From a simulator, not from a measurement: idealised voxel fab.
Process module, titled voxel gate over fins
Displayed cross-section: cut, width of 300 nm, square cells sized 5 nm.
Reading order for cross-sections: top band down to bottom band. Underlying form: a grid of square cells. Band size: one or more rows of cells. A band entry consists of two parts. The first gives the height of the band's top and the height of its bottom, in nm. The rest lists the band's materials from left to right, each with its width in nm. A single material labelled with the word "throughout" fills the band from edge to edge, and the word "empty" marks empty space. Height is counted from the level 0, under which the received wafer is composed throughout of one material. The lowest of the bands is not closed at the bottom but continues downward, in the notation "0 and below". Read "30->40" as a graded width: first number on top, second number at the bottom, same change between each pair of neighbouring rows. When a step is marked "remains unaltered", none of the cells in the cross-section changed during that step. Entry "Enclosed void listing" = empty spaces >= 8 cells with no open way to the top; each as width x height at distance, distance from left edge, all nm. It should be noted that, on the line of a given step, the content following the step's settings is a remark produced by the simulator itself with respect to that step. "overlay nm" on a masked step: distance the mask lay right of its planned place, negative for left.

**Here's what the planned process steps look like**
1. op RECEIVE | material Si
2. op CONFORMAL_DEP | material SiN | thk nm 5
3. op DIRECTIONAL_DEP | material aC | thk nm 10
4. op PATTERN | tone cover | mask id FINS | material resist | width nm 15 | pitch nm 40 | thk nm 30 | overlay nm 0
5. op DIRECTIONAL_ETCH | etch materials aC | depth nm 10
6. op STRIP | etch materials resist
7. op DIRECTIONAL_ETCH | etch materials SiN | depth nm 5
8. op DIRECTIONAL_ETCH | etch materials Si | depth nm 30
9. op STRIP | etch materials aC
10. op OXIDIZE | depth nm 5
11. op FILL_DEP | material SiO2 | thk nm 10
12. op CMP | height nm 5
13. op SELECTIVE_ETCH | etch materials SiO2 | depth nm 20
14. op STRIP | etch materials SiN
15. op CONFORMAL_DEP | material HfO2 | thk nm 5
16. op CONFORMAL_DEP | material TiN | thk nm 5
17. op CONFORMAL_DEP | material TiAl | thk nm 5
18. op CONFORMAL_DEP | material TiN | thk nm 5
19. op FILL_DEP | material W | thk nm 15
20. op CMP | height nm 30
21. op CONFORMAL_DEP | material SiCN | thk nm 5
Don't read the plan's thk nm for step 18 as applying to every wafer: that's the first wafer's value, and the wafers differ in it, though they all start identical.

**First of several wafers, received after step 1, in cross-section**
* 0 and below = Si throughout
* Enclosed void listing: none

**Row per wafer, end-of-module: cell gain (+)/loss (-) by material since the wafer came in, then closed voids**
thk nm 5; +78 HfO2; -399 Si; +60 SiCN; +228 SiO2; +78 TiAl; +150 TiN; +225 W; Enclosed void listing: none
thk nm 10; +78 HfO2; -399 Si; +60 SiCN; +228 SiO2; +78 TiAl; +216 TiN; +159 W; Enclosed void listing: none
thk nm 15; +78 HfO2; -399 Si; +60 SiCN; +228 SiO2; +78 TiAl; +282 TiN; +93 W; Enclosed void listing: none
thk nm 20; +78 HfO2; -399 Si; +60 SiCN; +228 SiO2; +78 TiAl; +317 TiN; +58 W; Enclosed void listing: none
